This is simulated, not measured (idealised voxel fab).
process module | voxel released beams
cross-section cut | 155 nm wide | cells 5 nm
A cross-section is a grid of square cells, given in bands from the top down. A band is one or more rows of cells.
Each band's line starts with the height of the band's top and of its bottom, in nm. Then come its materials from left to right, each with its width in nm. One material with "throughout" fills the band from edge to edge. "air" is empty space.
Height 0 is the level under which the wafer as received is all one material. The lowest band goes on downwards, as in "0 down".
A width such as "30 to 40" changes by the same amount from each row of cells to the next, from the band's top row to its bottom row.
"no change" after a step means that no cell of the cross-section changed.
closed voids: empty space of 8 cells or more with no open way to the top, each as width x height at its distance from the left edge, in nm
after a step's settings: what the simulator itself notes on the step
overlay nm, on a step with a mask: how far to the right of its planned place the mask lay; to the left if negative
plan
1 op RECEIVE | material Si
2 op CONFORMAL_DEP | material Al2O3 | thk nm 5
3 op DIRECTIONAL_DEP | material SiO2 | thk nm 15
4 op DIRECTIONAL_DEP | material aC | thk nm 10
5 op PATTERN | tone open | mask id ANCHOR | material resist | width nm 35 | thk nm 25 | overlay nm 0
6 op DIRECTIONAL_ETCH | etch materials aC | depth nm 10
7 op STRIP | etch materials resist
8 op DIRECTIONAL_ETCH | etch materials SiO2 | depth nm 15
9 op STRIP | etch materials aC
10 op CONFORMAL_DEP | material W | thk nm 10
11 op DIRECTIONAL_DEP | material aC | thk nm 15
12 op PATTERN | tone cover | mask id BEAM | material resist | width nm 100 | thk nm 35 | overlay nm 0
13 op DIRECTIONAL_ETCH | etch materials aC | depth nm 15
14 op STRIP | etch materials resist
15 op DIRECTIONAL_ETCH | etch materials W | depth nm 10
16 op STRIP | etch materials aC
17 op STRIP | etch materials SiO2
as received, after step 1
  0 down: Si throughout
  closed voids: none
a wafer at the end: this start, this plan, one mistake
  30 to 20: air 25 | W 50 | air 80
  20 to 15: air 20 | W 10 | SiO2 35 | W 10 | air 80
  15 to 5: air 20 | W 10 | SiO2 35 | W 60 | air 30
  5 to 0: Al2O3 throughout
  0 down: Si throughout
  closed voids: none
what went wrong: step 5 ran as: op PATTERN | tone cover | mask id ANCHOR | material resist | width nm 35 | thk nm 25 | overlay nm 0
